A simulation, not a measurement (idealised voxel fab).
This section sets out a process module, namely voxel quadruple lines.
Section cut is 280 nm wide and gridded with 5 nm square cells.
Cross-section, as written here: a square-cell grid given band by band from the top down, where a band holds one or more rows of cells. Read a band's entry like this: the first values are the height of its top and the height of its bottom in nm, and what follows is the sequence of materials from left to right, each with its width in nm. Note that "empty" is empty space, and that a single material marked "all across" reaches across the band from edge to edge. Heights are measured from 0, the level below which the as-received wafer is all one material; the lowest band has no bottom and continues downward, written as in "0 nm and below". Per-row width for "30..40": begins at first number (top row of band), ends at second number (bottom row), increment between rows held constant. "remained unchanged" (step): cross-section cells unchanged, all of them. "Trapped cavities": sealed empty spaces, 8 cells or more, no open way to top, listed width x height at distance, with distance from the left edge and width, height and distance in nm. Read whatever lies past the settings on a step's line as the simulator's own remark about the step. The "overlay nm" setting may appear on a step's line; for a step that uses a mask, it gives how far to the right of its planned position the mask lay, and a negative value indicates the left.

STEPS PLANNED FOR THE PROCESS
| 1 | RECEIVE, material Si |
| 2 | CONFORMAL_DEP, material SiO2, thk nm 5 |
| 3 | DIRECTIONAL_DEP, material W, thk nm 10 |
| 4 | DIRECTIONAL_DEP, material polySi, thk nm 15 |
| 5 | DIRECTIONAL_DEP, material aC, thk nm 25 |
| 6 | PATTERN, tone cover, mask id MANDREL, material resist, width nm 30, thk nm 35, overlay nm 0 |
| 7 | DIRECTIONAL_ETCH, etch materials aC, depth nm 25 |
| 8 | STRIP, etch materials resist |
| 9 | CONFORMAL_DEP, material SiO2, thk nm 10 |
| 10 | DIRECTIONAL_ETCH, etch materials SiO2, depth nm 10 |
| 11 | STRIP, etch materials aC |
| 12 | DIRECTIONAL_ETCH, etch materials polySi, depth nm 15 |
| 13 | STRIP, etch materials SiO2 |
| 14 | CONFORMAL_DEP, material SiN, thk nm 10 |
| 15 | DIRECTIONAL_ETCH, etch materials SiN, depth nm 10 |
| 16 | STRIP, etch materials polySi |
| 17 | DIRECTIONAL_ETCH, etch materials W, depth nm 10 |
| 18 | STRIP, etch materials SiN |

WAFER, FIRST OF TWO, RUN AS PLANNED

RECEIVED-STATE CROSS-SECTION, REFLECTING COMPLETION OF STEP 1
0 nm and below  Si all across
Trapped cavities: none

CROSS-SECTION OF THE WAFER SUBSEQUENT TO STEP 2
5 nm to 0 nm  SiO2 all across
Heights below 0 show no change.

CROSS-SECTION OF THE WAFER SUBSEQUENT TO STEP 3
15 nm to 5 nm  W all across
Heights below 5 show no change.

CROSS-SECTION OF THE WAFER SUBSEQUENT TO STEP 4
30 nm to 15 nm  polySi all across
Heights below 15 show no change.

CROSS-SECTION OF THE WAFER SUBSEQUENT TO STEP 5
55 nm to 30 nm  aC all across
Heights below 30 show no change.

CROSS-SECTION OF THE WAFER SUBSEQUENT TO STEP 6
90 nm to 55 nm  empty=125  resist=30  empty=125
Heights below 55 show no change.

CROSS-SECTION OF THE WAFER SUBSEQUENT TO STEP 7
65 nm to 55 nm  empty=125  resist=30  empty=125
55 nm to 30 nm  empty=125  aC=30  empty=125
Heights below 30 show no change.

CROSS-SECTION OF THE WAFER SUBSEQUENT TO STEP 8
55 nm to 30 nm  empty=125  aC=30  empty=125
Heights below 30 show no change.

CROSS-SECTION OF THE WAFER SUBSEQUENT TO STEP 9
65 nm to 55 nm  empty=115  SiO2=50  empty=115
55 nm to 40 nm  empty=115  SiO2=10  aC=30  SiO2=10  empty=115
40 nm to 30 nm  SiO2=125  aC=30  SiO2=125
Heights below 30 show no change.

CROSS-SECTION OF THE WAFER SUBSEQUENT TO STEP 10
55 nm to 30 nm  empty=115  SiO2=10  aC=30  SiO2=10  empty=115
Heights below 30 show no change.

CROSS-SECTION OF THE WAFER SUBSEQUENT TO STEP 11
55 nm to 30 nm  empty=115  SiO2=10  empty=30  SiO2=10  empty=115
Heights below 30 show no change.

CROSS-SECTION OF THE WAFER SUBSEQUENT TO STEP 12
55 nm to 30 nm  empty=115  SiO2=10  empty=30  SiO2=10  empty=115
30 nm to 15 nm  empty=115  polySi=10  empty=30  polySi=10  empty=115
Heights below 15 show no change.

CROSS-SECTION OF THE WAFER SUBSEQUENT TO STEP 13
30 nm to 15 nm  empty=115  polySi=10  empty=30  polySi=10  empty=115
Heights below 15 show no change.

CROSS-SECTION OF THE WAFER SUBSEQUENT TO STEP 14
40 nm to 30 nm  empty=105  SiN=30  empty=10  SiN=30  empty=105
30 nm to 25 nm  empty=105  SiN=10  polySi=10  SiN=10  empty=10  SiN=10  polySi=10  SiN=10  empty=105
25 nm to 15 nm  SiN=115  polySi=10  SiN=30  polySi=10  SiN=115
Heights below 15 show no change.

CROSS-SECTION OF THE WAFER SUBSEQUENT TO STEP 15
30 nm to 15 nm  empty=105  SiN=10  polySi=10  SiN=10  empty=10  SiN=10  polySi=10  SiN=10  empty=105
Heights below 15 show no change.

CROSS-SECTION OF THE WAFER SUBSEQUENT TO STEP 16
30 nm to 15 nm  empty=105  SiN=10  empty=10  SiN=10  empty=10  SiN=10  empty=10  SiN=10  empty=105
Heights below 15 show no change.

CROSS-SECTION OF THE WAFER SUBSEQUENT TO STEP 17
30 nm to 15 nm  empty=105  SiN=10  empty=10  SiN=10  empty=10  SiN=10  empty=10  SiN=10  empty=105
15 nm to 5 nm  empty=105  W=10  empty=10  W=10  empty=10  W=10  empty=10  W=10  empty=105
Heights below 5 show no change.

CROSS-SECTION OF THE WAFER SUBSEQUENT TO STEP 18
15 nm to 5 nm  empty=105  W=10  empty=10  W=10  empty=10  W=10  empty=10  W=10  empty=105
Heights below 5 show no change.

SECOND WAFER, SAME STARTING CONDITIONS AND RECIPE AS THE FIRST, ONE MISTAKE IN EXECUTING IT, NOTHING DIFFERS FROM THE FIRST UP TO AND INCLUDING STEP 6

CROSS-SECTION, SECOND WAFER, AT THE END TIME THE PLAN GIVES FOR STEP 7
40 nm to 30 nm  empty=125  aC=30  empty=125
Heights below 30 show no change.

Cross-section, second wafer, at the end time the plan gives for step 8: remained unchanged

CROSS-SECTION, SECOND WAFER, AT THE END TIME THE PLAN GIVES FOR STEP 9
50 nm to 40 nm  empty=115  SiO2=50  empty=115
40 nm to 30 nm  SiO2=125  aC=30  SiO2=125
Heights below 30 show no change.

CROSS-SECTION, SECOND WAFER, AT THE END TIME THE PLAN GIVES FOR STEP 10
40 nm to 30 nm  empty=115  SiO2=10  aC=30  SiO2=10  empty=115
Heights below 30 show no change.

CROSS-SECTION, SECOND WAFER, AT THE END TIME THE PLAN GIVES FOR STEP 11
40 nm to 30 nm  empty=115  SiO2=10  empty=30  SiO2=10  empty=115
Heights below 30 show no change.

CROSS-SECTION, SECOND WAFER, AT THE END TIME THE PLAN GIVES FOR STEP 12
40 nm to 30 nm  empty=115  SiO2=10  empty=30  SiO2=10  empty=115
30 nm to 15 nm  empty=115  polySi=10  empty=30  polySi=10  empty=115
Heights below 15 show no change.

CROSS-SECTION, SECOND WAFER, AT THE END TIME THE PLAN GIVES FOR STEP 13
30 nm to 15 nm  empty=115  polySi=10  empty=30  polySi=10  empty=115
Heights below 15 show no change.

CROSS-SECTION, SECOND WAFER, AT THE END TIME THE PLAN GIVES FOR STEP 14
40 nm to 30 nm  empty=105  SiN=30  empty=10  SiN=30  empty=105
30 nm to 25 nm  empty=105  SiN=10  polySi=10  SiN=10  empty=10  SiN=10  polySi=10  SiN=10  empty=105
25 nm to 15 nm  SiN=115  polySi=10  SiN=30  polySi=10  SiN=115
Heights below 15 show no change.

CROSS-SECTION, SECOND WAFER, AT THE END TIME THE PLAN GIVES FOR STEP 15
30 nm to 15 nm  empty=105  SiN=10  polySi=10  SiN=10  empty=10  SiN=10  polySi=10  SiN=10  empty=105
Heights below 15 show no change.

CROSS-SECTION, SECOND WAFER, AT THE END TIME THE PLAN GIVES FOR STEP 16
30 nm to 15 nm  empty=105  SiN=10  empty=10  SiN=10  empty=10  SiN=10  empty=10  SiN=10  empty=105
Heights below 15 show no change.

CROSS-SECTION, SECOND WAFER, AT THE END TIME THE PLAN GIVES FOR STEP 17
30 nm to 15 nm  empty=105  SiN=10  empty=10  SiN=10  empty=10  SiN=10  empty=10  SiN=10  empty=105
15 nm to 5 nm  empty=105  W=10  empty=10  W=10  empty=10  W=10  empty=10  W=10  empty=105
Heights below 5 show no change.

CROSS-SECTION, SECOND WAFER, AT THE END TIME THE PLAN GIVES FOR STEP 18
15 nm to 5 nm  empty=105  W=10  empty=10  W=10  empty=10  W=10  empty=10  W=10  empty=105
Heights below 5 show no change.
Error vs. plan: step 7 of the plan was performed twice
Upon completion, the cross-sectional profiles of the two wafers are identical; consequently, the error exerts no influence on the quantities computed by this model.
